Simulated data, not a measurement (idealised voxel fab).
Title: Process Module voxel capacitor over wiring
The cross-section on display is named cut; it measures 275 nm wide, and its cells are 5 nm squares.
Format of a cross-section: grid, square cells. Given as bands. Order: top down. Band: one or more rows of cells.
Heights first: top, then bottom, in nm. Then materials, left to right, each with a width in nm. "full width" on a single material: fills the band edge to edge. "empty": empty space.
Zero point of the height axis is 0; under it, received wafer = one material. Lowest band: continues down indefinitely, "0 down".
Read "30 to 40" as a graded width: first number on top, second number at the bottom, same change between each pair of neighbouring rows.
"all unchanged" (step): cross-section cells unchanged, all of them.
You'll see "Entrapped void list" listing empty spaces that have no way open to the top, as long as they're 8 cells or more; the notation is width x height at distance, where the distance is from the left edge, and all of it is in nm.
It should be noted that, on the line of a given step, the content following the step's settings is a remark produced by the simulator itself with respect to that step.
overlay nm: mask offset rightward from planned place, masked step; negative means leftward offset.
-- The following list gives the planned process steps
1) RECEIVE (material Si)
2) CONFORMAL_DEP (material SiO2; thk nm 10)
3) CONFORMAL_DEP (material SiCN; thk nm 5)
4) DIRECTIONAL_DEP (material lowk; thk nm 20)
5) DIRECTIONAL_DEP (material aC; thk nm 15)
6) PATTERN (tone open; mask id METAL_1; material resist; width nm 20; pitch nm 75; thk nm 30; overlay nm 0)
7) DIRECTIONAL_ETCH (etch materials aC; depth nm 15)
8) STRIP (etch materials resist)
9) DIRECTIONAL_ETCH (etch materials lowk; depth nm 20)
10) DIRECTIONAL_ETCH (etch materials SiCN; depth nm 5)
11) STRIP (etch materials aC)
12) CONFORMAL_DEP (material TiN; thk nm 5)
13) FILL_DEP (material Cu; thk nm 10)
14) CMP (height nm 35)
15) CONFORMAL_DEP (material SiCN; thk nm 5)
16) DIRECTIONAL_DEP (material SiO2; thk nm 10)
17) DIRECTIONAL_DEP (material aC; thk nm 10)
18) PATTERN (tone open; mask id PLUG_1; material resist; width nm 15; thk nm 25; overlay nm 0)
19) DIRECTIONAL_ETCH (etch materials aC; depth nm 10)
20) STRIP (etch materials resist)
21) DIRECTIONAL_ETCH (etch materials SiO2; depth nm 10)
22) DIRECTIONAL_ETCH (etch materials SiCN; depth nm 5)
23) STRIP (etch materials aC)
24) EPI (material Ru; thk nm 10)
25) EPI (material Ru; thk nm 5)
26) DIRECTIONAL_DEP (material TiN; thk nm 10)
27) DIRECTIONAL_DEP (material SiN; thk nm 5)
28) DIRECTIONAL_DEP (material TiN; thk nm 5)
29) PATTERN (tone cover; mask id UPPER_PLATE; material resist; width nm 60; thk nm 20; overlay nm 0)
30) DIRECTIONAL_ETCH (etch materials TiN; depth nm 5)
31) DIRECTIONAL_ETCH (etch materials SiN; depth nm 5)
32) STRIP (etch materials resist)
33) MASKED_ETCH (tone cover; mask id LOWER_PLATE; width nm 70; etch materials TiN; depth nm 10; overlay nm 0)
34) FILL_DEP (material SiO2; thk nm 15)
35) CMP (height nm 80)
36) MASKED_ETCH (tone open; mask id PLUG_2; width nm 15; etch materials SiO2; depth nm 10; overlay nm 0)
37) CONFORMAL_DEP (material TiN; thk nm 5)
38) FILL_DEP (material W; thk nm 10)
39) CMP (height nm 80)
40) CONFORMAL_DEP (material SiCN; thk nm 5)
-- First of two wafers - as planned
-- Cross-section of the wafer at receipt, which is the condition after step 1
    0 down = Si full width
    Entrapped void list: none
-- Cross-section through the wafer, step 2 finished
    10 to 0 = SiO2 full width
    Everything under 0 stays put, no change at all.
-- Cross-section through the wafer, step 3 finished
    15 to 10 = SiCN full width
    Everything under 10 stays put, no change at all.
-- Cross-section through the wafer, step 4 finished
    35 to 15 = lowk full width
    Everything under 15 stays put, no change at all.
-- Cross-section through the wafer, step 5 finished
    50 to 35 = aC full width
    Everything under 35 stays put, no change at all.
-- Cross-section through the wafer, step 6 finished
    80 to 50 = 90 nm resist, then 20 nm empty, then 55 nm resist, then 20 nm empty, then 90 nm resist
    Everything under 50 stays put, no change at all.
-- Cross-section through the wafer, step 7 finished
    65 to 50 = 90 nm resist, then 20 nm empty, then 55 nm resist, then 20 nm empty, then 90 nm resist
    50 to 35 = 90 nm aC, then 20 nm empty, then 55 nm aC, then 20 nm empty, then 90 nm aC
    Everything under 35 stays put, no change at all.
-- Cross-section through the wafer, step 8 finished
    50 to 35 = 90 nm aC, then 20 nm empty, then 55 nm aC, then 20 nm empty, then 90 nm aC
    Everything under 35 stays put, no change at all.
-- Cross-section through the wafer, step 9 finished
    50 to 35 = 90 nm aC, then 20 nm empty, then 55 nm aC, then 20 nm empty, then 90 nm aC
    35 to 15 = 90 nm lowk, then 20 nm empty, then 55 nm lowk, then 20 nm empty, then 90 nm lowk
    Everything under 15 stays put, no change at all.
-- Cross-section through the wafer, step 10 finished
    50 to 35 = 90 nm aC, then 20 nm empty, then 55 nm aC, then 20 nm empty, then 90 nm aC
    35 to 15 = 90 nm lowk, then 20 nm empty, then 55 nm lowk, then 20 nm empty, then 90 nm lowk
    15 to 10 = 90 nm SiCN, then 20 nm empty, then 55 nm SiCN, then 20 nm empty, then 90 nm SiCN
    Everything under 10 stays put, no change at all.
-- Cross-section through the wafer, step 11 finished
    35 to 15 = 90 nm lowk, then 20 nm empty, then 55 nm lowk, then 20 nm empty, then 90 nm lowk
    Everything under 15 stays put, no change at all.
-- Cross-section through the wafer, step 12 finished
    40 to 35 = 95 nm TiN, then 10 nm empty, then 65 nm TiN, then 10 nm empty, then 95 nm TiN
    35 to 15 = 90 nm lowk, then 5 nm TiN, then 10 nm empty, then 5 nm TiN, then 55 nm lowk, then 5 nm TiN, then 10 nm empty, then 5 nm TiN, then 90 nm lowk
    15 to 10 = 90 nm SiCN, then 20 nm TiN, then 55 nm SiCN, then 20 nm TiN, then 90 nm SiCN
    Everything under 10 stays put, no change at all.
-- Cross-section through the wafer, step 13 finished
    50 to 40 = Cu full width
    40 to 35 = 95 nm TiN, then 10 nm Cu, then 65 nm TiN, then 10 nm Cu, then 95 nm TiN
    35 to 15 = 90 nm lowk, then 5 nm TiN, then 10 nm Cu, then 5 nm TiN, then 55 nm lowk, then 5 nm TiN, then 10 nm Cu, then 5 nm TiN, then 90 nm lowk
    Everything under 15 stays put, no change at all.
-- Cross-section through the wafer, step 14 finished
    35 to 15 = 90 nm lowk, then 5 nm TiN, then 10 nm Cu, then 5 nm TiN, then 55 nm lowk, then 5 nm TiN, then 10 nm Cu, then 5 nm TiN, then 90 nm lowk
    Everything under 15 stays put, no change at all.
-- Cross-section through the wafer, step 15 finished
    40 to 35 = SiCN full width
    Everything under 35 stays put, no change at all.
-- Cross-section through the wafer, step 16 finished
    50 to 40 = SiO2 full width
    Everything under 40 stays put, no change at all.
-- Cross-section through the wafer, step 17 finished
    60 to 50 = aC full width
    Everything under 50 stays put, no change at all.
-- Cross-section through the wafer, step 18 finished
    85 to 60 = 95 nm resist, then 15 nm empty, then 165 nm resist
    Everything under 60 stays put, no change at all.
-- Cross-section through the wafer, step 19 finished
    75 to 60 = 95 nm resist, then 15 nm empty, then 165 nm resist
    60 to 50 = 95 nm aC, then 15 nm empty, then 165 nm aC
    Everything under 50 stays put, no change at all.
-- Cross-section through the wafer, step 20 finished
    60 to 50 = 95 nm aC, then 15 nm empty, then 165 nm aC
    Everything under 50 stays put, no change at all.
-- Cross-section through the wafer, step 21 finished
    60 to 50 = 95 nm aC, then 15 nm empty, then 165 nm aC
    50 to 40 = 95 nm SiO2, then 15 nm empty, then 165 nm SiO2
    Everything under 40 stays put, no change at all.
-- Cross-section through the wafer, step 22 finished
    60 to 50 = 95 nm aC, then 15 nm empty, then 165 nm aC
    50 to 40 = 95 nm SiO2, then 15 nm empty, then 165 nm SiO2
    40 to 35 = 95 nm SiCN, then 15 nm empty, then 165 nm SiCN
    Everything under 35 stays put, no change at all.
-- Cross-section through the wafer, step 23 finished
    50 to 40 = 95 nm SiO2, then 15 nm empty, then 165 nm SiO2
    Everything under 40 stays put, no change at all.
-- Cross-section through the wafer, step 24 finished
    50 to 45 = 95 nm SiO2, then 15 nm empty, then 165 nm SiO2
    45 to 40 = 95 nm SiO2, then 15 nm Ru, then 165 nm SiO2
    40 to 35 = 95 nm SiCN, then 15 nm Ru, then 165 nm SiCN
    Everything under 35 stays put, no change at all.
-- Cross-section through the wafer, step 25 finished
    50 to 40 = 95 nm SiO2, then 15 nm Ru, then 165 nm SiO2
    Everything under 40 stays put, no change at all.
-- Cross-section through the wafer, step 26 finished
    60 to 50 = TiN full width
    Everything under 50 stays put, no change at all.
-- Cross-section through the wafer, step 27 finished
    65 to 60 = SiN full width
    Everything under 60 stays put, no change at all.
-- Cross-section through the wafer, step 28 finished
    70 to 65 = TiN full width
    Everything under 65 stays put, no change at all.
-- Cross-section through the wafer, step 29 finished
    90 to 70 = 95 nm empty, then 60 nm resist, then 120 nm empty
    Everything under 70 stays put, no change at all.
-- Cross-section through the wafer, step 30 finished
    90 to 70 = 95 nm empty, then 60 nm resist, then 120 nm empty
    70 to 65 = 95 nm empty, then 60 nm TiN, then 120 nm empty
    Everything under 65 stays put, no change at all.
-- Cross-section through the wafer, step 31 finished
    90 to 70 = 95 nm empty, then 60 nm resist, then 120 nm empty
    70 to 65 = 95 nm empty, then 60 nm TiN, then 120 nm empty
    65 to 60 = 95 nm empty, then 60 nm SiN, then 120 nm empty
    Everything under 60 stays put, no change at all.
-- Cross-section through the wafer, step 32 finished
    70 to 65 = 95 nm empty, then 60 nm TiN, then 120 nm empty
    Everything under 65 stays put, no change at all.
-- Cross-section through the wafer, step 33 finished
    70 to 65 = 95 nm empty, then 60 nm TiN, then 120 nm empty
    65 to 60 = 95 nm empty, then 60 nm SiN, then 120 nm empty
    60 to 50 = 90 nm empty, then 70 nm TiN, then 115 nm empty
    Everything under 50 stays put, no change at all.
-- Cross-section through the wafer, step 34 finished
    85 to 70 = SiO2 full width
    70 to 65 = 95 nm SiO2, then 60 nm TiN, then 120 nm SiO2
    65 to 60 = 95 nm SiO2, then 60 nm SiN, then 120 nm SiO2
    60 to 50 = 90 nm SiO2, then 70 nm TiN, then 115 nm SiO2
    Everything under 50 stays put, no change at all.
-- Cross-section through the wafer, step 35 finished
    80 to 70 = SiO2 full width
    Everything under 70 stays put, no change at all.
-- Cross-section through the wafer, step 36 finished
    80 to 70 = 105 nm SiO2, then 15 nm empty, then 155 nm SiO2
    Everything under 70 stays put, no change at all.
-- Cross-section through the wafer, step 37 finished
    85 to 80 = 110 nm TiN, then 5 nm empty, then 160 nm TiN
    80 to 75 = 105 nm SiO2, then 5 nm TiN, then 5 nm empty, then 5 nm TiN, then 155 nm SiO2
    75 to 65 = 105 to 95 nm SiO2, then 15 to 60 nm TiN, then 155 to 120 nm SiO2
    Everything under 65 stays put, no change at all.
-- Cross-section through the wafer, step 38 finished
    95 to 85 = W full width
    85 to 80 = 110 nm TiN, then 5 nm W, then 160 nm TiN
    80 to 75 = 105 nm SiO2, then 5 nm TiN, then 5 nm W, then 5 nm TiN, then 155 nm SiO2
    Everything under 75 stays put, no change at all.
-- Cross-section through the wafer, step 39 finished
    80 to 75 = 105 nm SiO2, then 5 nm TiN, then 5 nm W, then 5 nm TiN, then 155 nm SiO2
    Everything under 75 stays put, no change at all.
-- Cross-section through the wafer, step 40 finished
    85 to 80 = SiCN full width
    Everything under 80 stays put, no change at all.
-- Wafer two. Identical start, identical plan. One mistake in execution. Identical history through step 26
-- Cross-section of the second wafer corresponding to the planned conclusion of step 27
    65 to 50 = TiN full width
    Everything under 50 stays put, no change at all.
-- Cross-section of the second wafer corresponding to the planned conclusion of step 28
    70 to 65 = SiN full width
    Everything under 65 stays put, no change at all.
-- Cross-section of the second wafer corresponding to the planned conclusion of step 29
    90 to 70 = 95 nm empty, then 60 nm resist, then 120 nm empty
    Everything under 70 stays put, no change at all.
Cross-section of the second wafer corresponding to the planned conclusion of step 30: all unchanged
-- Cross-section of the second wafer corresponding to the planned conclusion of step 31
    90 to 70 = 95 nm empty, then 60 nm resist, then 120 nm empty
    70 to 65 = 95 nm empty, then 60 nm SiN, then 120 nm empty
    Everything under 65 stays put, no change at all.
-- Cross-section of the second wafer corresponding to the planned conclusion of step 32
    70 to 65 = 95 nm empty, then 60 nm SiN, then 120 nm empty
    Everything under 65 stays put, no change at all.
-- Cross-section of the second wafer corresponding to the planned conclusion of step 33
    70 to 65 = 95 nm empty, then 60 nm SiN, then 120 nm empty
    65 to 55 = 90 nm empty, then 70 nm TiN, then 115 nm empty
    Everything under 55 stays put, no change at all.
-- Cross-section of the second wafer corresponding to the planned conclusion of step 34
    85 to 70 = SiO2 full width
    70 to 65 = 95 nm SiO2, then 60 nm SiN, then 120 nm SiO2
    65 to 55 = 90 nm SiO2, then 70 nm TiN, then 115 nm SiO2
    Everything under 55 stays put, no change at all.
-- Cross-section of the second wafer corresponding to the planned conclusion of step 35
    80 to 70 = SiO2 full width
    Everything under 70 stays put, no change at all.
-- Cross-section of the second wafer corresponding to the planned conclusion of step 36
    80 to 70 = 105 nm SiO2, then 15 nm empty, then 155 nm SiO2
    Everything under 70 stays put, no change at all.
-- Cross-section of the second wafer corresponding to the planned conclusion of step 37
    85 to 80 = 110 nm TiN, then 5 nm empty, then 160 nm TiN
    80 to 75 = 105 nm SiO2, then 5 nm TiN, then 5 nm empty, then 5 nm TiN, then 155 nm SiO2
    75 to 70 = 105 nm SiO2, then 15 nm TiN, then 155 nm SiO2
    Everything under 70 stays put, no change at all.
-- Cross-section of the second wafer corresponding to the planned conclusion of step 38
    95 to 85 = W full width
    85 to 80 = 110 nm TiN, then 5 nm W, then 160 nm TiN
    80 to 75 = 105 nm SiO2, then 5 nm TiN, then 5 nm W, then 5 nm TiN, then 155 nm SiO2
    Everything under 75 stays put, no change at all.
-- Cross-section of the second wafer corresponding to the planned conclusion of step 39
    80 to 75 = 105 nm SiO2, then 5 nm TiN, then 5 nm W, then 5 nm TiN, then 155 nm SiO2
    Everything under 75 stays put, no change at all.
-- Cross-section of the second wafer corresponding to the planned conclusion of step 40
    85 to 80 = SiCN full width
    Everything under 80 stays put, no change at all.
what went wrong: ran 27 and 28 in swapped order versus the plan
Final cells, second wafer relative to first, materials higher or lower: SiO2 -43; TiN +43
